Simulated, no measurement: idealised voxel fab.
process module | voxel capacitor over wiring
cross-section cut | 215 nm wide | cells 5 nm
A cross-section is a grid of square cells, given in bands from the top down. A band is one or more rows of cells.
Each band's line starts with the height of the band's top and of its bottom, in nm. Then come its materials from left to right, each with its width in nm. One material with "throughout" fills the band from edge to edge. "air" is empty space.
Height 0 is the level under which the wafer as received is all one material. The lowest band goes on downwards, as in "0 down".
A width such as "30 to 40" changes by the same amount from each row of cells to the next, from the band's top row to its bottom row.
"no change" after a step means that no cell of the cross-section changed.
closed voids: empty space of 8 cells or more with no open way to the top, each as width x height at its distance from the left edge, in nm
after a step's settings: what the simulator itself notes on the step
overlay nm, on a step with a mask: how far to the right of its planned place the mask lay; to the left if negative
plan
1 op RECEIVE | material Si
2 op CONFORMAL_DEP | material SiO2 | thk nm 15
3 op CONFORMAL_DEP | material SiN | thk nm 5
4 op DIRECTIONAL_DEP | material lowk | thk nm 25
5 op DIRECTIONAL_DEP | material aC | thk nm 10
6 op PATTERN | tone open | mask id METAL_1 | material resist | width nm 25 | pitch nm 75 | thk nm 30 | overlay nm 0
7 op DIRECTIONAL_ETCH | etch materials aC | depth nm 10
8 op STRIP | etch materials resist
9 op DIRECTIONAL_ETCH | etch materials lowk | depth nm 25
10 op DIRECTIONAL_ETCH | etch materials SiN | depth nm 5
11 op STRIP | etch materials aC
12 op CONFORMAL_DEP | material TiN | thk nm 5
13 op FILL_DEP | material W | thk nm 10
14 op CMP | height nm 45
15 op EPI | material Ru | thk nm 5
16 op FILL_DEP | material SiCN | thk nm 5
17 op DIRECTIONAL_DEP | material SiO2 | thk nm 20
18 op PATTERN | tone open | mask id PLUG_1 | material resist | width nm 15 | thk nm 20 | overlay nm 0
19 op DIRECTIONAL_ETCH | etch materials SiO2 | depth nm 20
20 op DIRECTIONAL_ETCH | etch materials SiCN | depth nm 5
21 op STRIP | etch materials resist
22 op CONFORMAL_DEP | material TiN | thk nm 5
23 op FILL_DEP | material Cu | thk nm 5
24 op CMP | height nm 75
25 op DIRECTIONAL_DEP | material TiN | thk nm 10
26 op DIRECTIONAL_DEP | material HfO2 | thk nm 5
27 op DIRECTIONAL_DEP | material TiN | thk nm 10
28 op MASKED_ETCH | tone cover | mask id UPPER_PLATE | width nm 55 | etch materials TiN | depth nm 10 | overlay nm 0
29 op MASKED_ETCH | tone cover | mask id UPPER_PLATE | width nm 55 | etch materials HfO2 | depth nm 5 | overlay nm 0
30 op PATTERN | tone cover | mask id LOWER_PLATE | material resist | width nm 65 | thk nm 20 | overlay nm 0
31 op DIRECTIONAL_ETCH | etch materials TiN | depth nm 10
32 op STRIP | etch materials resist
33 op FILL_DEP | material SiO2 | thk nm 15
34 op CMP | height nm 110
35 op MASKED_ETCH | tone open | mask id PLUG_2 | width nm 15 | etch materials SiO2 | depth nm 10 | overlay nm 0
36 op CONFORMAL_DEP | material TiN | thk nm 5
37 op FILL_DEP | material Ru | thk nm 10
38 op CMP | height nm 110
39 op CONFORMAL_DEP | material SiN | thk nm 5
as received, after step 1
  0 down: Si throughout
  closed voids: none
a wafer at the end: this start, this plan, one mistake
  115 to 110: SiN throughout
  110 to 105: SiO2 75 | TiN 5 | Ru 5 | TiN 5 | SiO2 125
  105 to 100: SiO2 75 | TiN 15 | SiO2 125
  100 to 90: SiO2 60 | TiN 65 | SiO2 90
  90 to 85: SiO2 60 | HfO2 65 | SiO2 90
  85 to 75: SiO2 60 | TiN 65 | SiO2 90
  75 to 55: SiO2 65 | TiN 5 | Cu 5 | TiN 5 | SiO2 135
  55 to 50: SiCN 65 | TiN 15 | SiCN 135
  50 to 45: SiCN 50 | Ru 35 | SiCN 40 | Ru 35 | SiCN 55
  45 to 20: lowk 55 | TiN 5 | W 15 | TiN 5 | lowk 50 | TiN 5 | W 15 | TiN 5 | lowk 60
  20 to 15: SiN 55 | TiN 25 | SiN 50 | TiN 25 | SiN 60
  15 to 0: SiO2 throughout
  0 down: Si throughout
  closed voids: none
what went wrong: step 28 ran as: op MASKED_ETCH | tone cover | mask id UPPER_PLATE | width nm 65 | etch materials TiN | depth nm 10 | overlay nm 0
